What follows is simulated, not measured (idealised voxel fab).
process module | voxel wiring stack
In the cross-section labelled cut, the width is 145 nm and each square cell is 5 nm.
Format of a cross-section: grid, square cells. Given as bands. Order: top down. Band: one or more rows of cells. Quick guide to a band line: top height, bottom height (nm) up front; then every material left to right with its width in nm. Only one material and it's marked "all across"? Then it fills the band edge to edge. And "empty" just means empty space. Heights are expressed relative to 0, this being the level below which the as-received wafer comprises one material exclusively. The lowest band is unbounded in the downward direction and is denoted as in "0 -> down". The notation "30 to 40" denotes a width that varies across the rows of cells in the band, beginning at the first number in the top row, finishing at the second number in the bottom row, and changing by an identical amount from each row to the next. The designation "no alteration", where it is given for a processing step, indicates that no cell of the cross-section was altered in the course of that step. You'll see "Closed voids list" listing empty spaces that have no way open to the top, as long as they're 8 cells or more; the notation is width x height at distance, where the distance is from the left edge, and all of it is in nm. On each step's line, the part that comes after the settings is the simulator's own comment on the step. overlay nm: how far to the right of its planned place the mask lay on this masked step (negative: to the left).
-- The following list gives the planned process steps
1 RECEIVE,material Si
2 CONFORMAL_DEP,material SiO2,thk nm 15
3 CONFORMAL_DEP,material SiN,thk nm 5
4 DIRECTIONAL_DEP,material lowk,thk nm 15
5 PATTERN,tone open,mask id METAL_1,material resist,width nm 25,pitch nm 45,thk nm 20,overlay nm 0
6 DIRECTIONAL_ETCH,etch materials lowk,depth nm 15
7 DIRECTIONAL_ETCH,etch materials SiN,depth nm 5
8 STRIP,etch materials resist
9 CONFORMAL_DEP,material TiN,thk nm 5
10 FILL_DEP,material W,thk nm 5
11 CMP,height nm 35
12 CONFORMAL_DEP,material SiCN,thk nm 5
13 DIRECTIONAL_DEP,material lowk,thk nm 15
14 PATTERN,tone open,mask id PLUG_1,material resist,width nm 15,thk nm 20,overlay nm 0
15 DIRECTIONAL_ETCH,etch materials lowk,depth nm 15
16 DIRECTIONAL_ETCH,etch materials SiCN,depth nm 5
17 STRIP,etch materials resist
18 EPI,material Ru,thk nm 10
19 EPI,material Ru,thk nm 10
20 DIRECTIONAL_DEP,material TiN,thk nm 5
21 DIRECTIONAL_DEP,material W,thk nm 25
22 DIRECTIONAL_DEP,material aC,thk nm 15
23 PATTERN,tone cover,mask id METAL_2,material resist,width nm 25,pitch nm 45,thk nm 35,overlay nm 0
24 DIRECTIONAL_ETCH,etch materials aC,depth nm 15
25 STRIP,etch materials resist
26 DIRECTIONAL_ETCH,etch materials W,depth nm 25
27 DIRECTIONAL_ETCH,etch materials TiN,depth nm 5
28 STRIP,etch materials aC
29 FILL_DEP,material lowk,thk nm 5
30 CMP,height nm 85
31 CONFORMAL_DEP,material SiN,thk nm 5
-- Cross-section, incoming material, after step 1
    0 -> down = Si all across
    Closed voids list: none
-- Below is the wafer in cross-section after the module was completed. It began from the starting point shown above and followed the plan shown above, except that one mistake was made while running it
    90 -> 85 = SiN all across
    85 -> 60 = lowk: 35  W: 25  lowk: 20  W: 25  lowk: 40
    60 -> 55 = lowk: 35  TiN: 25  lowk: 20  TiN: 25  lowk: 40
    55 -> 40 = lowk: 35  Ru: 15  lowk: 95
    40 -> 35 = SiCN: 35  Ru: 15  SiCN: 95
    35 -> 30 = lowk: 35  TiN: 5  W: 15  TiN: 5  lowk: 20  TiN: 5  W: 15  TiN: 5  lowk: 40
    30 -> 25 = SiN: 35  TiN: 25  SiN: 20  TiN: 25  SiN: 40
    25 -> 15 = SiN all across
    15 -> 0 = SiO2 all across
    0 -> down = Si all across
    Closed voids list: none
In executing the process, a mistake was made relative to the plan: step 3 ran with different settings than intended, the actual operation and settings being CONFORMAL_DEP,material SiN,thk nm 15
